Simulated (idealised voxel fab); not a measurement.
Process module, titled voxel transistor to metal
The cross-section on display is named cut; it measures 300 nm wide, and its cells are 5 nm squares.
Cross-section, as written here: a square-cell grid given band by band from the top down, where a band holds one or more rows of cells.
First you get the band's top height and its bottom height, in nm, and then the materials it's made of, left to right, with each width in nm. If you see a single material with "all across", that one covers the band edge to edge. "blank" is empty space.
Measure heights from 0. That's the level where, below it, the as-received wafer is all one material. The lowest band is bottomless and extends downward; write it as in "0 down".
Width spec "30 to 40" -> top row of cells at first value, bottom row at second value, equal per-row change in between.
Where a step carries "left unchanged", the cross-section came out of it unchanged, cell for cell.
"Trapped cavities" contains a list of empty spaces, each no smaller than 8 cells and without an open way to the top, written in the form width x height at distance with the distance from the left edge and all three in nm.
On a step's line, text after the settings is the simulator commenting on that step.
The "overlay nm" setting may appear on a step's line; for a step that uses a mask, it gives how far to the right of its planned position the mask lay, and a negative value indicates the left.
plan
1. RECEIVE (material Si)
2. OXIDIZE (depth nm 5)
3. CONFORMAL_DEP (material SiN; thk nm 10)
4. PATTERN (tone cover; mask id ACTIVE; material resist; width nm 110; pitch nm 140; thk nm 20; overlay nm 0)
5. DIRECTIONAL_ETCH (etch materials SiN; depth nm 10)
6. DIRECTIONAL_ETCH (etch materials SiO2; depth nm 5)
7. DIRECTIONAL_ETCH (etch materials Si; depth nm 20)
8. STRIP (etch materials resist)
9. FILL_DEP (material SiO2; thk nm 10)
10. CMP (height nm 10)
11. SELECTIVE_ETCH (etch materials SiO2; depth nm 5)
12. STRIP (etch materials SiN)
13. SELECTIVE_ETCH (etch materials SiO2; depth nm 5)
14. OXIDIZE (depth nm 5)
15. DIRECTIONAL_DEP (material polySi; thk nm 25)
16. DIRECTIONAL_DEP (material SiCN; thk nm 10)
17. MASKED_ETCH (tone cover; mask id GATE; width nm 20; pitch nm 140; etch materials SiCN; depth nm 20; overlay nm 0)
18. MASKED_ETCH (tone cover; mask id GATE; width nm 20; pitch nm 140; etch materials polySi; depth nm 35; overlay nm 0)
19. CONFORMAL_DEP (material SiN; thk nm 5)
20. DIRECTIONAL_ETCH (etch materials SiN; depth nm 5)
21. DIRECTIONAL_ETCH (etch materials SiO2; depth nm 5)
22. DIRECTIONAL_ETCH (etch materials Si; depth nm 15)
23. EPI (material SiGe; thk nm 15)
24. FILL_DEP (material SiO2; thk nm 5)
25. CMP (height nm 30)
26. DIRECTIONAL_DEP (material SiO2; thk nm 15)
27. MASKED_ETCH (tone open; mask id CONTACT; width nm 35; etch materials SiO2; depth nm 55; overlay nm 0)
28. CONFORMAL_DEP (material TiN; thk nm 5)
29. FILL_DEP (material W; thk nm 5)
30. CMP (height nm 45)
31. CONFORMAL_DEP (material SiN; thk nm 5)
32. DIRECTIONAL_DEP (material lowk; thk nm 25)
33. MASKED_ETCH (tone open; mask id METAL_1; width nm 20; etch materials lowk; depth nm 25; overlay nm 0)
34. MASKED_ETCH (tone open; mask id METAL_1; width nm 20; etch materials SiN; depth nm 5; overlay nm 0)
35. CONFORMAL_DEP (material TiN; thk nm 5)
36. FILL_DEP (material Ru; thk nm 5)
37. CMP (height nm 75)
38. EPI (material Ru; thk nm 5)
39. FILL_DEP (material SiCN; thk nm 5)
40. DIRECTIONAL_DEP (material SiO2; thk nm 35)
41. DIRECTIONAL_DEP (material aC; thk nm 10)
42. PATTERN (tone open; mask id METAL_2; material resist; width nm 20; pitch nm 140; thk nm 30; overlay nm 0)
43. DIRECTIONAL_ETCH (etch materials aC; depth nm 10)
44. STRIP (etch materials resist)
45. DIRECTIONAL_ETCH (etch materials SiO2; depth nm 20)
46. STRIP (etch materials aC)
47. PATTERN (tone open; mask id METAL_2_HOLES; material resist; width nm 15; pitch nm 140; thk nm 20; overlay nm 0)
48. DIRECTIONAL_ETCH (etch materials SiO2; depth nm 15)
49. DIRECTIONAL_ETCH (etch materials SiCN; depth nm 5)
50. STRIP (etch materials resist)
51. CONFORMAL_DEP (material TiN; thk nm 5)
52. FILL_DEP (material Ru; thk nm 5)
53. CMP (height nm 120)
54. CONFORMAL_DEP (material SiCN; thk nm 5)
Step 1 complete: cross-section of the wafer as received
  0 down = Si all across
  Trapped cavities: none
The first of two wafers, cross-sectioned at the end of the module, with the run proceeding as planned
  125 to 120 = SiCN all across
  120 to 105 = SiO2 30 nm | TiN 5 nm | Ru 10 nm | TiN 5 nm | SiO2 120 nm | TiN 5 nm | Ru 10 nm | TiN 5 nm | SiO2 110 nm
  105 to 100 = SiO2 30 nm | TiN 5 nm | Ru 5 nm | TiN 10 nm | SiO2 120 nm | TiN 5 nm | Ru 5 nm | TiN 10 nm | SiO2 110 nm
  100 to 85 = SiO2 30 nm | TiN 5 nm | Ru 5 nm | TiN 5 nm | SiO2 125 nm | TiN 5 nm | Ru 5 nm | TiN 5 nm | SiO2 115 nm
  85 to 80 = SiCN 30 nm | TiN 15 nm | SiCN 125 nm | TiN 15 nm | SiCN 115 nm
  80 to 75 = SiCN 25 nm | Ru 30 nm | SiCN 50 nm | Ru 30 nm | SiCN 30 nm | Ru 30 nm | SiCN 50 nm | Ru 30 nm | SiCN 25 nm
  75 to 50 = lowk 30 nm | TiN 5 nm | Ru 10 nm | TiN 5 nm | lowk 60 nm | TiN 5 nm | Ru 10 nm | TiN 5 nm | lowk 40 nm | TiN 5 nm | Ru 10 nm | TiN 5 nm | lowk 60 nm | TiN 5 nm | Ru 10 nm | TiN 5 nm | lowk 30 nm
  50 to 45 = SiN 30 nm | TiN 20 nm | SiN 60 nm | TiN 20 nm | SiN 40 nm | TiN 20 nm | SiN 60 nm | TiN 20 nm | SiN 30 nm
  45 to 30 = SiO2 30 nm | TiN 5 nm | W 25 nm | TiN 5 nm | SiO2 30 nm | TiN 5 nm | W 25 nm | TiN 5 nm | SiO2 40 nm | TiN 5 nm | W 25 nm | TiN 5 nm | SiO2 30 nm | TiN 5 nm | W 25 nm | TiN 5 nm | SiO2 30 nm
  30 to 20 = SiO2 30 nm | TiN 5 nm | W 25 nm | TiN 5 nm | SiN 5 nm | SiCN 20 nm | SiN 5 nm | TiN 5 nm | W 25 nm | TiN 5 nm | SiO2 40 nm | TiN 5 nm | W 25 nm | TiN 5 nm | SiN 5 nm | SiCN 20 nm | SiN 5 nm | TiN 5 nm | W 25 nm | TiN 5 nm | SiO2 30 nm
  20 to 10 = SiO2 30 nm | TiN 5 nm | W 25 nm | TiN 5 nm | SiN 5 nm | polySi 20 nm | SiN 5 nm | TiN 5 nm | W 25 nm | TiN 5 nm | SiO2 40 nm | TiN 5 nm | W 25 nm | TiN 5 nm | SiN 5 nm | polySi 20 nm | SiN 5 nm | TiN 5 nm | W 25 nm | TiN 5 nm | SiO2 30 nm
  10 to 5 = SiO2 30 nm | TiN 5 nm | W 10 nm | TiN 20 nm | SiN 5 nm | polySi 20 nm | SiN 5 nm | TiN 20 nm | W 10 nm | TiN 5 nm | SiO2 40 nm | TiN 5 nm | W 10 nm | TiN 20 nm | SiN 5 nm | polySi 20 nm | SiN 5 nm | TiN 20 nm | W 10 nm | TiN 5 nm | SiO2 30 nm
  5 to 0 = SiO2 30 nm | TiN 5 nm | W 10 nm | TiN 5 nm | SiGe 15 nm | SiN 5 nm | polySi 20 nm | SiN 5 nm | SiGe 15 nm | TiN 5 nm | W 10 nm | TiN 5 nm | SiO2 40 nm | TiN 5 nm | W 10 nm | TiN 5 nm | SiGe 15 nm | SiN 5 nm | polySi 20 nm | SiN 5 nm | SiGe 15 nm | TiN 5 nm | W 10 nm | TiN 5 nm | SiO2 30 nm
  0 to -5 = SiO2 20 nm | SiN 5 nm | SiO2 5 nm | TiN 5 nm | W 10 nm | TiN 5 nm | SiGe 15 nm | SiN 5 nm | polySi 20 nm | SiN 5 nm | SiGe 15 nm | TiN 5 nm | W 10 nm | TiN 5 nm | SiO2 5 nm | SiN 5 nm | SiO2 20 nm | SiN 5 nm | SiO2 5 nm | TiN 5 nm | W 10 nm | TiN 5 nm | SiGe 15 nm | SiN 5 nm | polySi 20 nm | SiN 5 nm | SiGe 15 nm | TiN 5 nm | W 10 nm | TiN 5 nm | SiO2 5 nm | SiN 5 nm | SiO2 20 nm
  -5 to -10 = SiO2 30 nm | TiN 20 nm | SiGe 15 nm | SiO2 30 nm | SiGe 15 nm | TiN 20 nm | SiO2 40 nm | TiN 20 nm | SiGe 15 nm | SiO2 30 nm | SiGe 15 nm | TiN 20 nm | SiO2 30 nm
  -10 to -25 = SiO2 25 nm | SiGe 40 nm | Si 30 nm | SiGe 40 nm | SiO2 30 nm | SiGe 40 nm | Si 30 nm | SiGe 40 nm | SiO2 25 nm
  -25 down = Si all across
  Trapped cavities: none
Wafer two (of two), end-of-module cross-section: start = wafer one, plan = wafer one, one run mistake
  125 to 120 = SiCN all across
  120 to 105 = SiO2 30 nm | TiN 5 nm | Ru 10 nm | TiN 5 nm | SiO2 120 nm | TiN 5 nm | Ru 10 nm | TiN 5 nm | SiO2 110 nm
  105 to 100 = SiO2 30 nm | TiN 5 nm | Ru 5 nm | TiN 10 nm | SiO2 120 nm | TiN 5 nm | Ru 5 nm | TiN 10 nm | SiO2 110 nm
  100 to 85 = SiO2 30 nm | TiN 5 nm | Ru 5 nm | TiN 5 nm | SiO2 125 nm | TiN 5 nm | Ru 5 nm | TiN 5 nm | SiO2 115 nm
  85 to 80 = SiCN 30 nm | TiN 15 nm | SiCN 125 nm | TiN 15 nm | SiCN 115 nm
  80 to 75 = SiCN 20 nm | Ru 30 nm | SiCN 50 nm | Ru 30 nm | SiCN 30 nm | Ru 30 nm | SiCN 50 nm | Ru 30 nm | SiCN 30 nm
  75 to 55 = lowk 25 nm | TiN 5 nm | Ru 10 nm | TiN 5 nm | lowk 60 nm | TiN 5 nm | Ru 10 nm | TiN 5 nm | lowk 40 nm | TiN 5 nm | Ru 10 nm | TiN 5 nm | lowk 60 nm | TiN 5 nm | Ru 10 nm | TiN 5 nm | lowk 35 nm
  55 to 50 = lowk 25 nm | TiN 10 nm | Ru 5 nm | TiN 5 nm | lowk 60 nm | TiN 10 nm | Ru 5 nm | TiN 5 nm | lowk 40 nm | TiN 10 nm | Ru 5 nm | TiN 5 nm | lowk 60 nm | TiN 10 nm | Ru 5 nm | TiN 5 nm | lowk 35 nm
  50 to 45 = SiN 30 nm | TiN 15 nm | SiN 65 nm | TiN 15 nm | SiN 45 nm | TiN 15 nm | SiN 65 nm | TiN 15 nm | SiN 35 nm
  45 to 30 = SiO2 30 nm | TiN 5 nm | W 25 nm | TiN 5 nm | SiO2 30 nm | TiN 5 nm | W 25 nm | TiN 5 nm | SiO2 40 nm | TiN 5 nm | W 25 nm | TiN 5 nm | SiO2 30 nm | TiN 5 nm | W 25 nm | TiN 5 nm | SiO2 30 nm
  30 to 20 = SiO2 30 nm | TiN 5 nm | W 25 nm | TiN 5 nm | SiN 5 nm | SiCN 20 nm | SiN 5 nm | TiN 5 nm | W 25 nm | TiN 5 nm | SiO2 40 nm | TiN 5 nm | W 25 nm | TiN 5 nm | SiN 5 nm | SiCN 20 nm | SiN 5 nm | TiN 5 nm | W 25 nm | TiN 5 nm | SiO2 30 nm
  20 to 10 = SiO2 30 nm | TiN 5 nm | W 25 nm | TiN 5 nm | SiN 5 nm | polySi 20 nm | SiN 5 nm | TiN 5 nm | W 25 nm | TiN 5 nm | SiO2 40 nm | TiN 5 nm | W 25 nm | TiN 5 nm | SiN 5 nm | polySi 20 nm | SiN 5 nm | TiN 5 nm | W 25 nm | TiN 5 nm | SiO2 30 nm
  10 to 5 = SiO2 30 nm | TiN 5 nm | W 10 nm | TiN 20 nm | SiN 5 nm | polySi 20 nm | SiN 5 nm | TiN 20 nm | W 10 nm | TiN 5 nm | SiO2 40 nm | TiN 5 nm | W 10 nm | TiN 20 nm | SiN 5 nm | polySi 20 nm | SiN 5 nm | TiN 20 nm | W 10 nm | TiN 5 nm | SiO2 30 nm
  5 to 0 = SiO2 30 nm | TiN 5 nm | W 10 nm | TiN 5 nm | SiGe 15 nm | SiN 5 nm | polySi 20 nm | SiN 5 nm | SiGe 15 nm | TiN 5 nm | W 10 nm | TiN 5 nm | SiO2 40 nm | TiN 5 nm | W 10 nm | TiN 5 nm | SiGe 15 nm | SiN 5 nm | polySi 20 nm | SiN 5 nm | SiGe 15 nm | TiN 5 nm | W 10 nm | TiN 5 nm | SiO2 30 nm
  0 to -5 = SiO2 20 nm | SiN 5 nm | SiO2 5 nm | TiN 5 nm | W 10 nm | TiN 5 nm | SiGe 15 nm | SiN 5 nm | polySi 20 nm | SiN 5 nm | SiGe 15 nm | TiN 5 nm | W 10 nm | TiN 5 nm | SiO2 5 nm | SiN 5 nm | SiO2 20 nm | SiN 5 nm | SiO2 5 nm | TiN 5 nm | W 10 nm | TiN 5 nm | SiGe 15 nm | SiN 5 nm | polySi 20 nm | SiN 5 nm | SiGe 15 nm | TiN 5 nm | W 10 nm | TiN 5 nm | SiO2 5 nm | SiN 5 nm | SiO2 20 nm
  -5 to -10 = SiO2 30 nm | TiN 20 nm | SiGe 15 nm | SiO2 30 nm | SiGe 15 nm | TiN 20 nm | SiO2 40 nm | TiN 20 nm | SiGe 15 nm | SiO2 30 nm | SiGe 15 nm | TiN 20 nm | SiO2 30 nm
  -10 to -25 = SiO2 25 nm | SiGe 40 nm | Si 30 nm | SiGe 40 nm | SiO2 30 nm | SiGe 40 nm | Si 30 nm | SiGe 40 nm | SiO2 25 nm
  -25 down = Si all across
  Trapped cavities: none
Nonconformance to the process plan: step 33 ran with different settings than intended, the actual operation and settings being MASKED_ETCH (tone open; mask id METAL_1; width nm 20; etch materials lowk; depth nm 25; overlay nm -5)
Once processing is complete, comparing cell counts shows that the second wafer has more or fewer of certain materials than the first: Ru -4, SiN +4
